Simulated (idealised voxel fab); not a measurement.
The following process module bears the name voxel gate over fins.
205 nm wide, 5 nm square cells: that's cross-section cut.
The cross-sections in this document take the form of a grid made of square cells. They are written out as bands, in order from top to bottom. Each band consists of one or more rows of cells.
In this notation a band is specified by the heights of its top and bottom, in that order and in nm, after which its materials appear from left to right, each paired with its width in nm. The word "throughout" attached to a single material means that material fills the band from edge to edge; the word "air" stands for empty space.
Height datum 0, below which the as-received substrate wafer is one material. Lowest band open at the bottom, running downward: "0 and below".
When a width is written as two numbers, as in "30..40", the first number is the width in the top row of cells of the band and the second is the width in its bottom row, and the width changes by the same amount from each row to the next.
Reading "nothing got changed" for a step: not a cell of the cross-section changed in it.
The entry titled "Closed-off voids" provides the empty spaces that have no open way to the top, restricted to those of 8 cells or more. Each is presented as width x height at distance, the distance being measured from the left edge, with all three in nm.
after a step's settings: what the simulator itself notes on the step
overlay nm: mask offset rightward from planned place, masked step; negative means leftward offset.
Intended process steps
1. RECEIVE [material Si]
2. CONFORMAL_DEP [material SiN] [thk nm 5]
3. PATTERN [tone cover] [mask id FINS] [material resist] [width nm 15] [pitch nm 45] [thk nm 20] [overlay nm 0]
4. DIRECTIONAL_ETCH [etch materials SiN] [depth nm 5]
5. DIRECTIONAL_ETCH [etch materials Si] [depth nm 30]
6. STRIP [etch materials resist]
7. FILL_DEP [material SiO2] [thk nm 5]
8. CMP [height nm 5]
9. SELECTIVE_ETCH [etch materials SiO2] [depth nm 20]
10. STRIP [etch materials SiN]
11. CONFORMAL_DEP [material HfO2] [thk nm 5]
12. CONFORMAL_DEP [material TiN] [thk nm 5]
13. CONFORMAL_DEP [material TiAl] [thk nm 5]
14. CONFORMAL_DEP [material TiN] [thk nm 5]
15. FILL_DEP [material W] [thk nm 15]
16. CMP [height nm 30]
17. CONFORMAL_DEP [material SiN] [thk nm 10]
The first of a set of two wafers, run to plan
Wafer at receipt (post step 1), cross-section
	0 and below: Si throughout
	Closed-off voids: none
After step 2
	5 down to 0: SiN throughout
	Heights below 0 show no change.
After step 3
	25 down to 5: air (70); resist (15); air (30); resist (15); air (75)
	Heights below 5 show no change.
After step 4
	25 down to 5: air (70); resist (15); air (30); resist (15); air (75)
	5 down to 0: air (70); SiN (15); air (30); SiN (15); air (75)
	Heights below 0 show no change.
After step 5
	25 down to 5: air (70); resist (15); air (30); resist (15); air (75)
	5 down to 0: air (70); SiN (15); air (30); SiN (15); air (75)
	0 down to -30: air (70); Si (15); air (30); Si (15); air (75)
	Heights below -30 show no change.
After step 6
	5 down to 0: air (70); SiN (15); air (30); SiN (15); air (75)
	Heights below 0 show no change.
After step 7
	10 down to 5: SiO2 throughout
	5 down to 0: SiO2 (70); SiN (15); SiO2 (30); SiN (15); SiO2 (75)
	0 down to -30: SiO2 (70); Si (15); SiO2 (30); Si (15); SiO2 (75)
	Heights below -30 show no change.
After step 8
	5 down to 0: SiO2 (70); SiN (15); SiO2 (30); SiN (15); SiO2 (75)
	Heights below 0 show no change.
After step 9
	5 down to 0: air (70); SiN (15); air (30); SiN (15); air (75)
	0 down to -15: air (70); Si (15); air (30); Si (15); air (75)
	Heights below -15 show no change.
After step 10
	0 down to -15: air (70); Si (15); air (30); Si (15); air (75)
	Heights below -15 show no change.
After step 11
	5 down to 0: air (65); HfO2 (25); air (20); HfO2 (25); air (70)
	0 down to -10: air (65); HfO2 (5); Si (15); HfO2 (5); air (20); HfO2 (5); Si (15); HfO2 (5); air (70)
	-10 down to -15: HfO2 (70); Si (15); HfO2 (30); Si (15); HfO2 (75)
	Heights below -15 show no change.
After step 12
	10 down to 5: air (60); TiN (35); air (10); TiN (35); air (65)
	5 down to 0: air (60); TiN (5); HfO2 (25); TiN (5); air (10); TiN (5); HfO2 (25); TiN (5); air (65)
	0 down to -5: air (60); TiN (5); HfO2 (5); Si (15); HfO2 (5); TiN (5); air (10); TiN (5); HfO2 (5); Si (15); HfO2 (5); TiN (5); air (65)
	-5 down to -10: TiN (65); HfO2 (5); Si (15); HfO2 (5); TiN (20); HfO2 (5); Si (15); HfO2 (5); TiN (70)
	Heights below -10 show no change.
After step 13
	15 down to 10: air (55); TiAl (90); air (60)
	10 down to 5: air (55); TiAl (5); TiN (35); TiAl (10); TiN (35); TiAl (5); air (60)
	5 down to 0: air (55); TiAl (5); TiN (5); HfO2 (25); TiN (5); TiAl (10); TiN (5); HfO2 (25); TiN (5); TiAl (5); air (60)
	0 down to -5: TiAl (60); TiN (5); HfO2 (5); Si (15); HfO2 (5); TiN (5); TiAl (10); TiN (5); HfO2 (5); Si (15); HfO2 (5); TiN (5); TiAl (65)
	Heights below -5 show no change.
After step 14
	20 down to 15: air (50); TiN (100); air (55)
	15 down to 10: air (50); TiN (5); TiAl (90); TiN (5); air (55)
	10 down to 5: air (50); TiN (5); TiAl (5); TiN (35); TiAl (10); TiN (35); TiAl (5); TiN (5); air (55)
	5 down to 0: TiN (55); TiAl (5); TiN (5); HfO2 (25); TiN (5); TiAl (10); TiN (5); HfO2 (25); TiN (5); TiAl (5); TiN (60)
	Heights below 0 show no change.
After step 15
	35 down to 20: W throughout
	20 down to 15: W (50); TiN (100); W (55)
	15 down to 10: W (50); TiN (5); TiAl (90); TiN (5); W (55)
	10 down to 5: W (50); TiN (5); TiAl (5); TiN (35); TiAl (10); TiN (35); TiAl (5); TiN (5); W (55)
	Heights below 5 show no change.
After step 16
	30 down to 20: W throughout
	Heights below 20 show no change.
After step 17
	40 down to 30: SiN throughout
	Heights below 30 show no change.
Second wafer: like start, like plan, one mistake. Through step 8 it matches the first wafer
Cross-section of the second wafer at the time by which step 9 should have been completed according to the plan
	5 down to 0: air (70); SiN (15); air (30); SiN (15); air (75)
	0 down to -25: air (70); Si (15); air (30); Si (15); air (75)
	Heights below -25 show no change.
Cross-section of the second wafer at the time by which step 10 should have been completed according to the plan
	0 down to -25: air (70); Si (15); air (30); Si (15); air (75)
	Heights below -25 show no change.
Cross-section of the second wafer at the time by which step 11 should have been completed according to the plan
	5 down to 0: air (65); HfO2 (25); air (20); HfO2 (25); air (70)
	0 down to -20: air (65); HfO2 (5); Si (15); HfO2 (5); air (20); HfO2 (5); Si (15); HfO2 (5); air (70)
	-20 down to -25: HfO2 (70); Si (15); HfO2 (30); Si (15); HfO2 (75)
	Heights below -25 show no change.
Cross-section of the second wafer at the time by which step 12 should have been completed according to the plan
	10 down to 5: air (60); TiN (35); air (10); TiN (35); air (65)
	5 down to 0: air (60); TiN (5); HfO2 (25); TiN (5); air (10); TiN (5); HfO2 (25); TiN (5); air (65)
	0 down to -15: air (60); TiN (5); HfO2 (5); Si (15); HfO2 (5); TiN (5); air (10); TiN (5); HfO2 (5); Si (15); HfO2 (5); TiN (5); air (65)
	-15 down to -20: TiN (65); HfO2 (5); Si (15); HfO2 (5); TiN (20); HfO2 (5); Si (15); HfO2 (5); TiN (70)
	Heights below -20 show no change.
Cross-section of the second wafer at the time by which step 13 should have been completed according to the plan
	15 down to 10: air (55); TiAl (90); air (60)
	10 down to 5: air (55); TiAl (5); TiN (35); TiAl (10); TiN (35); TiAl (5); air (60)
	5 down to 0: air (55); TiAl (5); TiN (5); HfO2 (25); TiN (5); TiAl (10); TiN (5); HfO2 (25); TiN (5); TiAl (5); air (60)
	0 down to -10: air (55); TiAl (5); TiN (5); HfO2 (5); Si (15); HfO2 (5); TiN (5); TiAl (10); TiN (5); HfO2 (5); Si (15); HfO2 (5); TiN (5); TiAl (5); air (60)
	-10 down to -15: TiAl (60); TiN (5); HfO2 (5); Si (15); HfO2 (5); TiN (5); TiAl (10); TiN (5); HfO2 (5); Si (15); HfO2 (5); TiN (5); TiAl (65)
	Heights below -15 show no change.
Cross-section of the second wafer at the time by which step 14 should have been completed according to the plan
	20 down to 15: air (50); TiN (100); air (55)
	15 down to 10: air (50); TiN (5); TiAl (90); TiN (5); air (55)
	10 down to 5: air (50); TiN (5); TiAl (5); TiN (35); TiAl (10); TiN (35); TiAl (5); TiN (5); air (55)
	5 down to 0: air (50); TiN (5); TiAl (5); TiN (5); HfO2 (25); TiN (5); TiAl (10); TiN (5); HfO2 (25); TiN (5); TiAl (5); TiN (5); air (55)
	0 down to -5: air (50); TiN (5); TiAl (5); TiN (5); HfO2 (5); Si (15); HfO2 (5); TiN (5); TiAl (10); TiN (5); HfO2 (5); Si (15); HfO2 (5); TiN (5); TiAl (5); TiN (5); air (55)
	-5 down to -10: TiN (55); TiAl (5); TiN (5); HfO2 (5); Si (15); HfO2 (5); TiN (5); TiAl (10); TiN (5); HfO2 (5); Si (15); HfO2 (5); TiN (5); TiAl (5); TiN (60)
	Heights below -10 show no change.
Cross-section of the second wafer at the time by which step 15 should have been completed according to the plan
	35 down to 20: W throughout
	20 down to 15: W (50); TiN (100); W (55)
	15 down to 10: W (50); TiN (5); TiAl (90); TiN (5); W (55)
	10 down to 5: W (50); TiN (5); TiAl (5); TiN (35); TiAl (10); TiN (35); TiAl (5); TiN (5); W (55)
	5 down to 0: W (50); TiN (5); TiAl (5); TiN (5); HfO2 (25); TiN (5); TiAl (10); TiN (5); HfO2 (25); TiN (5); TiAl (5); TiN (5); W (55)
	0 down to -5: W (50); TiN (5); TiAl (5); TiN (5); HfO2 (5); Si (15); HfO2 (5); TiN (5); TiAl (10); TiN (5); HfO2 (5); Si (15); HfO2 (5); TiN (5); TiAl (5); TiN (5); W (55)
	Heights below -5 show no change.
Cross-section of the second wafer at the time by which step 16 should have been completed according to the plan
	30 down to 20: W throughout
	Heights below 20 show no change.
Cross-section of the second wafer at the time by which step 17 should have been completed according to the plan
	40 down to 30: SiN throughout
	Heights below 30 show no change.
Processing error: step 9 off recipe, ran as SELECTIVE_ETCH [etch materials SiO2] [depth nm 30]
Count the cells at the end and the second wafer has more or fewer of some materials than the first: HfO2 +8; SiO2 -70; TiAl +8; TiN +12; W +42
